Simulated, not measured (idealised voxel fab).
process module | voxel ribs on slabs
cross-section cut | 250 nm wide | cells 5 nm
A cross-section is a grid of square cells, given in bands from the top down. A band is one or more rows of cells.
Each band's line starts with the height of the band's top and of its bottom, in nm. Then come its materials from left to right, each with its width in nm. One material with "throughout" fills the band from edge to edge. "air" is empty space.
Height 0 is the level under which the wafer as received is all one material. The lowest band goes on downwards, as in "0 down".
A width such as "30 to 40" changes by the same amount from each row of cells to the next, from the band's top row to its bottom row.
"no change" after a step means that no cell of the cross-section changed.
closed voids: empty space of 8 cells or more with no open way to the top, each as width x height at its distance from the left edge, in nm
after a step's settings: what the simulator itself notes on the step
overlay nm, on a step with a mask: how far to the right of its planned place the mask lay; to the left if negative
plan
1 op RECEIVE | material Si
2 op DIRECTIONAL_DEP | material SiO2 | thk nm 30
3 op DIRECTIONAL_DEP | material polySi | thk nm 20
4 op PATTERN | tone cover | mask id RIB | material resist | width nm 30 | thk nm 20 | overlay nm 0
5 op DIRECTIONAL_ETCH | etch materials polySi | depth nm 5
6 op STRIP | etch materials resist
7 op MASKED_ETCH | tone cover | mask id SLAB | width nm 90 | etch materials polySi | depth nm 15 | overlay nm 0
8 op FILL_DEP | material SiO2 | thk nm 15
9 op CMP | height nm 60
10 op DIRECTIONAL_DEP | material TiN | thk nm 5
11 op DIRECTIONAL_DEP | material aC | thk nm 10
12 op PATTERN | tone cover | mask id HEATER | material resist | width nm 40 | thk nm 25 | overlay nm 0
13 op DIRECTIONAL_ETCH | etch materials aC | depth nm 10
14 op STRIP | etch materials resist
15 op DIRECTIONAL_ETCH | etch materials TiN | depth nm 5
16 op STRIP | etch materials aC
17 op CONFORMAL_DEP | material SiO2 | thk nm 10
first wafer, as planned
as received, after step 1
  0 down: Si throughout
  closed voids: none
after step 2
  30 to 0: SiO2 throughout
  below 0: unchanged
after step 3
  50 to 30: polySi throughout
  below 30: unchanged
after step 4
  70 to 50: air 110 | resist 30 | air 110
  below 50: unchanged
after step 5
  70 to 50: air 110 | resist 30 | air 110
  50 to 45: air 110 | polySi 30 | air 110
  below 45: unchanged
after step 6
  50 to 45: air 110 | polySi 30 | air 110
  below 45: unchanged
after step 7
  50 to 45: air 110 | polySi 30 | air 110
  45 to 30: air 80 | polySi 90 | air 80
  below 30: unchanged
after step 8
  65 to 50: SiO2 throughout
  50 to 45: SiO2 110 | polySi 30 | SiO2 110
  45 to 30: SiO2 80 | polySi 90 | SiO2 80
  below 30: unchanged
after step 9
  60 to 50: SiO2 throughout
  below 50: unchanged
after step 10
  65 to 60: TiN throughout
  below 60: unchanged
after step 11
  75 to 65: aC throughout
  below 65: unchanged
after step 12
  100 to 75: air 105 | resist 40 | air 105
  below 75: unchanged
after step 13
  90 to 75: air 105 | resist 40 | air 105
  75 to 65: air 105 | aC 40 | air 105
  below 65: unchanged
after step 14
  75 to 65: air 105 | aC 40 | air 105
  below 65: unchanged
after step 15
  75 to 65: air 105 | aC 40 | air 105
  65 to 60: air 105 | TiN 40 | air 105
  below 60: unchanged
after step 16
  65 to 60: air 105 | TiN 40 | air 105
  below 60: unchanged
after step 17
  75 to 70: air 95 | SiO2 60 | air 95
  70 to 65: SiO2 throughout
  65 to 60: SiO2 105 | TiN 40 | SiO2 105
  below 60: unchanged
second wafer: like start, like plan, one mistake. Through step 16 it matches the first wafer
when step 17 should have ended: no change
what went wrong: step 17 was left out
at the end the second wafer has, in cells: 104 fewer of SiO2
